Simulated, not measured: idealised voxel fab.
process module | voxel self aligned vias
cross-section cut | 200 nm wide | cells 5 nm
A cross-section is a grid of square cells, given in bands from the top down. A band is one or more rows of cells.
Each band's line starts with the height of the band's top and of its bottom, in nm. Then come its materials from left to right, each with its width in nm. One material with "throughout" fills the band from edge to edge. "air" is empty space.
Height 0 is the level under which the wafer as received is all one material. The lowest band goes on downwards, as in "0 down".
A width such as "30 to 40" changes by the same amount from each row of cells to the next, from the band's top row to its bottom row.
"no change" after a step means that no cell of the cross-section changed.
closed voids: empty space of 8 cells or more with no open way to the top, each as width x height at its distance from the left edge, in nm
after a step's settings: what the simulator itself notes on the step
overlay nm, on a step with a mask: how far to the right of its planned place the mask lay; to the left if negative
plan
1 op RECEIVE | material Si
2 op CONFORMAL_DEP | material SiO2 | thk nm 10
3 op CONFORMAL_DEP | material SiCN | thk nm 5
4 op DIRECTIONAL_DEP | material SiO2 | thk nm 20
5 op MASKED_ETCH | tone open | mask id LINES | width nm 20 | pitch nm 75 | etch materials SiO2 | depth nm 20 | overlay nm 0
6 op CONFORMAL_DEP | material TiN | thk nm 5
7 op FILL_DEP | material Ru | thk nm 5
8 op CMP | height nm 35
9 op SELECTIVE_ETCH | etch materials W Ru TiN | depth nm 5
10 op FILL_DEP | material SiN | thk nm 5
11 op CMP | height nm 35
12 op DIRECTIONAL_DEP | material SiO2 | thk nm 20
13 op MASKED_ETCH | tone open | mask id VIAS | width nm 50 | pitch nm 75 | etch materials SiO2 | depth nm 20 | overlay nm 0
14 op MASKED_ETCH | tone open | mask id VIAS | width nm 50 | pitch nm 75 | etch materials SiN | depth nm 5 | overlay nm 0
15 op CONFORMAL_DEP | material TiN | thk nm 5
16 op FILL_DEP | material W | thk nm 5
17 op CMP | height nm 55
18 op CONFORMAL_DEP | material SiN | thk nm 5
varied across the wafers: width nm of step 5. The plan shows the first wafer's value. All wafers start alike
first wafer as received, after step 1
  0 down: Si throughout
  closed voids: none
each wafer at the end: cells of each material gained (+) or lost (-) since it was received, then its closed voids
width nm 20 | +8 Ru | +40 SiCN | +40 SiN | +288 SiO2 | +52 TiN | +52 W | closed voids: none
width nm 25 | +12 Ru | +40 SiCN | +40 SiN | +280 SiO2 | +54 TiN | +54 W | closed voids: none
width nm 30 | +16 Ru | +40 SiCN | +40 SiN | +272 SiO2 | +56 TiN | +56 W | closed voids: none
width nm 35 | +20 Ru | +40 SiCN | +40 SiN | +264 SiO2 | +58 TiN | +58 W | closed voids: none
width nm 40 | +24 Ru | +40 SiCN | +40 SiN | +256 SiO2 | +60 TiN | +60 W | closed voids: none
width nm 45 | +28 Ru | +40 SiCN | +40 SiN | +248 SiO2 | +62 TiN | +62 W | closed voids: none
